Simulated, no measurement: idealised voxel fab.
voxel released beams: a process module
Cross-section cut spans 140 nm and uses square cells 5 nm in size.
Heads up, the way a cross-section reads in here is a grid of square cells, handed over as bands from the top down, with every band being one or more rows of cells.
It is stipulated that each band's entry specify, in nanometres, the height of the top of the band and then that of its bottom, followed by the materials of the band in left-to-right sequence, each together with its width in nanometres. A single material marked by the word "throughout" is understood to fill the band from edge to edge; the word "empty" is understood to denote empty space.
The level at which height equals 0 is the one under which the wafer, as it arrives, is entirely one material. No lower edge exists for the bottom band, which continues downward and is notated as in "0 -> down".
The width entry "30->40" should be interpreted row by row: the top row of cells in the band takes the first number, the bottom row takes the second number, and the change between adjacent rows is uniform throughout.
Step note "same as before" = no cross-section cell changed.
Entry "closed voids" = empty spaces >= 8 cells with no open way to the top; each as width x height at distance, distance from left edge, all nm.
The remark found on a step's line after its settings is issued by the simulator itself and pertains to that step.
"overlay nm" denotes, for a step that has a mask, the displacement of the mask to the right of its planned place, with negative values corresponding to the left.
**The planned process steps are enumerated hereunder**
1 RECEIVE, material Si
2 CONFORMAL_DEP, material SiN, thk nm 5
3 DIRECTIONAL_DEP, material SiO2, thk nm 10
4 DIRECTIONAL_DEP, material aC, thk nm 15
5 PATTERN, tone open, mask id ANCHOR, material resist, width nm 25, thk nm 30, overlay nm 0
6 DIRECTIONAL_ETCH, etch materials aC, depth nm 15
7 STRIP, etch materials resist
8 DIRECTIONAL_ETCH, etch materials SiO2, depth nm 10
9 STRIP, etch materials aC
10 CONFORMAL_DEP, material W, thk nm 10
11 MASKED_ETCH, tone cover, mask id BEAM, width nm 70, etch materials W, depth nm 10, overlay nm 0
12 STRIP, etch materials SiO2
**Cross-section of the incoming wafer, state after step 1**
- 0 -> down: Si throughout
- closed voids: none
**The first of the two wafers as seen in cross-section once the module was finished; processing followed the plan**
- 25 -> 15: 30 empty; 15 W; 5 empty; 50 W; 40 empty
- 15 -> 5: 35 empty; 25 W; 80 empty
- 5 -> 0: SiN throughout
- 0 -> down: Si throughout
- closed voids: none
**Cross-section, wafer two of two, end of module: same start and plan as wafer one, one error in execution**
- 25 -> 15: 45 aC; 5 empty; 90 aC
- 15 -> 5: 35 SiO2; 25 aC; 80 SiO2
- 5 -> 0: SiN throughout
- 0 -> down: Si throughout
- closed voids: none
Deviation from plan: step 10 did not use the planned setting and instead ran as CONFORMAL_DEP, material aC, thk nm 10
Count the cells at the end and the second wafer has more or fewer of some materials than the first: +46 SiO2 | -36 W | +64 aC
